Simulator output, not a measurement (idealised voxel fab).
Name of the process module below: voxel capacitor over wiring
235 nm wide, 5 nm square cells: that's cross-section cut.
Throughout this document, each cross-section is represented as a grid of square cells and is presented as a sequence of bands enumerated from the top downward, where a band comprises one or more rows of cells.
First you get the band's top height and its bottom height, in nm, and then the materials it's made of, left to right, with each width in nm. If you see a single material with "all across", that one covers the band edge to edge. "air" is empty space.
Heights are measured from 0, the level below which the as-received wafer is all one material; the lowest band has no bottom and continues downward, written as in "0 down".
Width "30->40": first value at the band's top row of cells, second value at its bottom row, equal change from row to row.
Any step labelled "identical to before" changed none of the cells in the cross-section.
You'll see "Enclosed void inventory" listing empty spaces that have no way open to the top, as long as they're 8 cells or more; the notation is width x height at distance, where the distance is from the left edge, and all of it is in nm.
Note: text after step settings on the step line = simulator remark on that step.
overlay nm: on a step with a mask, how far right of its planned place the mask lay; negative means left.

## Planned step list for the process
1. RECEIVE: material Si
2. CONFORMAL_DEP: material SiO2, thk nm 15
3. DIRECTIONAL_DEP: material TiN, thk nm 5
4. DIRECTIONAL_DEP: material Ru, thk nm 20
5. DIRECTIONAL_DEP: material aC, thk nm 10
6. PATTERN: tone cover, mask id METAL_1, material resist, width nm 20, pitch nm 90, thk nm 30, overlay nm 0
7. DIRECTIONAL_ETCH: etch materials aC, depth nm 10
8. STRIP: etch materials resist
9. DIRECTIONAL_ETCH: etch materials Ru, depth nm 20
10. DIRECTIONAL_ETCH: etch materials TiN, depth nm 5
11. STRIP: etch materials aC
12. FILL_DEP: material SiO2, thk nm 10
13. CMP: height nm 40
14. CONFORMAL_DEP: material SiCN, thk nm 5
15. DIRECTIONAL_DEP: material lowk, thk nm 15
16. MASKED_ETCH: tone open, mask id PLUG_1, width nm 15, etch materials lowk, depth nm 15, overlay nm 0
17. MASKED_ETCH: tone open, mask id PLUG_1, width nm 15, etch materials SiCN, depth nm 5, overlay nm 0
18. CONFORMAL_DEP: material TiN, thk nm 5
19. FILL_DEP: material Ru, thk nm 10
20. CMP: height nm 60
21. DIRECTIONAL_DEP: material TiN, thk nm 10
22. DIRECTIONAL_DEP: material Al2O3, thk nm 5
23. DIRECTIONAL_DEP: material TiN, thk nm 5
24. PATTERN: tone cover, mask id UPPER_PLATE, material resist, width nm 75, thk nm 20, overlay nm 0
25. DIRECTIONAL_ETCH: etch materials TiN, depth nm 5
26. DIRECTIONAL_ETCH: etch materials Al2O3, depth nm 5
27. STRIP: etch materials resist
28. PATTERN: tone cover, mask id LOWER_PLATE, material resist, width nm 85, thk nm 15, overlay nm 0
29. DIRECTIONAL_ETCH: etch materials TiN, depth nm 10
30. STRIP: etch materials resist
31. FILL_DEP: material SiO2, thk nm 15
32. CMP: height nm 90
33. MASKED_ETCH: tone open, mask id PLUG_2, width nm 15, etch materials SiO2, depth nm 10, overlay nm 0
34. CONFORMAL_DEP: material TiN, thk nm 5
35. FILL_DEP: material Ru, thk nm 10
36. CMP: height nm 90
37. CONFORMAL_DEP: material SiN, thk nm 5

## Wafer as received: cross-section following step 1
0 down: Si all across
Enclosed void inventory: none

## Wafer cross-section at module end: first of two, run to plan
95 to 90: SiN all across
90 to 85: SiO2: 75, then TiN: 5, then Ru: 5, then TiN: 5, then SiO2: 145
85 to 75: SiO2: 75->65, then TiN: 15->75, then SiO2: 145->95
75 to 70: SiO2: 65, then Al2O3: 75, then SiO2: 95
70 to 60: SiO2: 60, then TiN: 85, then SiO2: 90
60 to 45: lowk: 65, then TiN: 5, then Ru: 5, then TiN: 5, then lowk: 155
45 to 40: SiCN: 65, then TiN: 15, then SiCN: 155
40 to 20: SiO2: 60, then Ru: 20, then SiO2: 70, then Ru: 20, then SiO2: 65
20 to 15: SiO2: 60, then TiN: 20, then SiO2: 70, then TiN: 20, then SiO2: 65
15 to 0: SiO2 all across
0 down: Si all across
Enclosed void inventory: none

## Same start, same plan as the first wafer - but one mistake in the run. Cross-section of the second of the two at the end of the module
95 to 90: SiN all across
90 to 85: SiO2: 75, then TiN: 5, then Ru: 5, then TiN: 5, then SiO2: 145
85 to 75: SiO2: 75->70, then TiN: 15->75, then SiO2: 145->90
75 to 70: SiO2: 70, then Al2O3: 75, then SiO2: 90
70 to 60: SiO2: 60, then TiN: 85, then SiO2: 90
60 to 45: lowk: 65, then TiN: 5, then Ru: 5, then TiN: 5, then lowk: 155
45 to 40: SiCN: 65, then TiN: 15, then SiCN: 155
40 to 20: SiO2: 60, then Ru: 20, then SiO2: 70, then Ru: 20, then SiO2: 65
20 to 15: SiO2: 60, then TiN: 20, then SiO2: 70, then TiN: 20, then SiO2: 65
15 to 0: SiO2 all across
0 down: Si all across
Enclosed void inventory: none
Against the plan, the run slipped here: step 24 ran with different settings than intended, the actual operation and settings being PATTERN: tone cover, mask id UPPER_PLATE, material resist, width nm 75, thk nm 20, overlay nm 5
At the end, the second wafer has the same number of cells of each material as the first, but those cells sit in other places.
